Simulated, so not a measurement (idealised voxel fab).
The process module that follows is named voxel air gaps.
The figure presents cross-section cut, which has a width of 210 nm and is divided into square cells with an edge length of 5 nm.
Cross-section format: a grid of square cells, given as bands from top to bottom; each band is one or more rows of cells.
The entry gives the band's vertical extent as a top height and a bottom height in nm, then its horizontal make-up as materials from left to right, each with a width in nm. "air" stands for empty space; a single material marked "throughout" fills the band edge to edge.
Counting heights begins at 0, where everything beneath is, in the wafer as received, one material. The lowest band has no bottom; it goes on downwards, as "0..down" shows.
Read "30->40" as a graded width: first number on top, second number at the bottom, same change between each pair of neighbouring rows.
For the purposes of this document, the phrase "no modification" attached to a step denotes that no cell within the cross-section was modified by that step.
The entry titled "Enclosed void catalog" provides the empty spaces that have no open way to the top, restricted to those of 8 cells or more. Each is presented as width x height at distance, the distance being measured from the left edge, with all three in nm.
Heads up: the bit after the settings on a step's line is the simulator's remark on that step.
When a step includes a mask, the "overlay nm" setting on its line states how far to the right of its planned place that mask lay, and negative values state how far to the left.
-- The process steps that were planned are listed below
- 1: RECEIVE,material Si
- 2: CONFORMAL_DEP,material SiO2,thk nm 15
- 3: CONFORMAL_DEP,material SiCN,thk nm 5
- 4: DIRECTIONAL_DEP,material lowk,thk nm 40
- 5: PATTERN,tone open,mask id LINES,material resist,width nm 15,pitch nm 45,thk nm 20,overlay nm 0
- 6: DIRECTIONAL_ETCH,etch materials lowk,depth nm 40
- 7: STRIP,etch materials resist
- 8: CONFORMAL_DEP,material TiN,thk nm 5
- 9: FILL_DEP,material W,thk nm 10
- 10: CMP,height nm 60
- 11: EPI,material Ru,thk nm 10
- 12: SELECTIVE_ETCH,etch materials lowk,depth nm 50
- 13: CONFORMAL_DEP,material SiCN,thk nm 5
Keep in mind the plan's value for the width nm of step 5 comes from the first wafer; the wafers don't share that setting, but they do share the same starting point.
-- Received wafers, first of several: cross-section after step 1
* 0..down | Si throughout
* Enclosed void catalog: none
-- The following table contains a row per wafer, in which are reported, at the conclusion of the module, the cells of each material gained (+) or lost (-) since the wafer's receipt, with its closed voids given thereafter
width nm 15; +42 Ru; +168 SiCN; +126 SiO2; +51 TiN; +21 W; Enclosed void catalog: 20 x 30 at 75; 20 x 30 at 120
width nm 20; +48 Ru; +160 SiCN; +126 SiO2; +54 TiN; +42 W; Enclosed void catalog: 15 x 30 at 75; 15 x 30 at 120
width nm 25; +54 Ru; +112 SiCN; +126 SiO2; +57 TiN; +63 W; +64 lowk; Enclosed void catalog: none
width nm 30; +56 Ru; +112 SiCN; +126 SiO2; +60 TiN; +84 W; +48 lowk; Enclosed void catalog: none
